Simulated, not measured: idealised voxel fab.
Process module in this document: voxel gate over fins
Pictured: cross-section cut, 260 nm wide, on a grid of 5 nm square cells.
Reading order for cross-sections: top band down to bottom band. Underlying form: a grid of square cells. Band size: one or more rows of cells. Read a band's entry like this: the first values are the height of its top and the height of its bottom in nm, and what follows is the sequence of materials from left to right, each with its width in nm. Note that "air" is empty space, and that a single material marked "everywhere" reaches across the band from edge to edge. Heads up on the height convention: 0 is the point under which the incoming wafer is all one material, and the lowest band has no bottom, it just keeps going down, like "0 nm and below". Graded width ("30->40"): value in top row of band = first number; value in bottom row = second number; row-to-row change constant. When a step is marked "no change occurred", none of the cells in the cross-section changed during that step. Any empty space of 8 cells or more lacking an open way to the top shows up in "Closed cavity list" as width x height at distance, distance from the left edge, in nm. The remark found on a step's line after its settings is issued by the simulator itself and pertains to that step. overlay nm: right-of-plan distance of the mask on a masked step; negative values mean left-of-plan.

[Listed below are the process steps as planned]
- 1: op RECEIVE | material Si
- 2: op CONFORMAL_DEP | material SiN | thk nm 5
- 3: op MASKED_ETCH | tone cover | mask id FINS | width nm 15 | pitch nm 60 | etch materials SiN | depth nm 5 | overlay nm 0
- 4: op MASKED_ETCH | tone cover | mask id FINS | width nm 15 | pitch nm 60 | etch materials Si | depth nm 35 | overlay nm 0
- 5: op OXIDIZE | depth nm 5
- 6: op FILL_DEP | material SiO2 | thk nm 5
- 7: op CMP | height nm 5
- 8: op MASKED_ETCH | tone open | mask id RAIL | width nm 15 | etch materials SiO2 | depth nm 35 | overlay nm 0
- 9: op CONFORMAL_DEP | material TiN | thk nm 5
- 10: op FILL_DEP | material Ru | thk nm 10
- 11: op CMP | height nm 5
- 12: op SELECTIVE_ETCH | etch materials W Ru TiN | depth nm 20
- 13: op FILL_DEP | material SiO2 | thk nm 5
- 14: op CMP | height nm 5
- 15: op SELECTIVE_ETCH | etch materials SiO2 | depth nm 15
- 16: op STRIP | etch materials SiN
- 17: op CONFORMAL_DEP | material HfO2 | thk nm 5
- 18: op CONFORMAL_DEP | material TiN | thk nm 5
- 19: op FILL_DEP | material W | thk nm 15
- 20: op CMP | height nm 20
- 21: op CONFORMAL_DEP | material SiN | thk nm 10

[Cross-section of the incoming wafer, state after step 1]
0 nm and below | Si everywhere
Closed cavity list: none

[The first of the two wafers as seen in cross-section once the module was finished; processing followed the plan]
30 nm to 20 nm | SiN everywhere
20 nm to 10 nm | W everywhere
10 nm to 5 nm | 55 of W  25 of TiN  35 of W  25 of TiN  35 of W  25 of TiN  60 of W
5 nm to 0 nm | 55 of W  5 of TiN  15 of HfO2  5 of TiN  35 of W  5 of TiN  15 of HfO2  5 of TiN  35 of W  5 of TiN  15 of HfO2  5 of TiN  60 of W
0 nm to -5 nm | 60 of TiN  5 of HfO2  5 of Si  5 of HfO2  45 of TiN  5 of HfO2  5 of Si  5 of HfO2  45 of TiN  5 of HfO2  5 of Si  5 of HfO2  65 of TiN
-5 nm to -10 nm | 65 of HfO2  5 of Si  55 of HfO2  5 of Si  55 of HfO2  5 of Si  70 of HfO2
-10 nm to -15 nm | 65 of SiO2  5 of Si  55 of SiO2  5 of Si  55 of SiO2  5 of Si  70 of SiO2
-15 nm to -25 nm | 65 of SiO2  5 of Si  20 of SiO2  5 of TiN  5 of Ru  5 of TiN  20 of SiO2  5 of Si  55 of SiO2  5 of Si  70 of SiO2
-25 nm to -30 nm | 65 of SiO2  5 of Si  20 of SiO2  15 of TiN  20 of SiO2  5 of Si  55 of SiO2  5 of Si  70 of SiO2
-30 nm to -40 nm | 65 of SiO2  5 of Si  55 of SiO2  5 of Si  55 of SiO2  5 of Si  70 of SiO2
-40 nm and below | Si everywhere
Closed cavity list: none

[Here is the second of the two wafers cut open at the end of the module - same start, same plan as the first one, but we made one mistake running it]
30 nm to 20 nm | SiN everywhere
20 nm to 10 nm | W everywhere
10 nm to 5 nm | 65 of TiN  5 of W  55 of TiN  5 of W  55 of TiN  5 of W  70 of TiN
5 nm to 0 nm | 60 of HfO2  15 of TiN  45 of HfO2  15 of TiN  45 of HfO2  15 of TiN  65 of HfO2
0 nm to -5 nm | 55 of Si  25 of HfO2  35 of Si  25 of HfO2  35 of Si  25 of HfO2  60 of Si
-5 nm and below | Si everywhere
Closed cavity list: none
Nonconformance to the process plan: step 3, actual vs plan mismatch, actual run op MASKED_ETCH | tone open | mask id FINS | width nm 15 | pitch nm 60 | etch materials SiN | depth nm 5 | overlay nm 0
Final cells, second wafer relative to first, materials higher or lower: HfO2: 6 fewer; Ru: 2 fewer; Si: 377 more; SiO2: 285 fewer; TiN: 13 fewer; W: 71 fewer
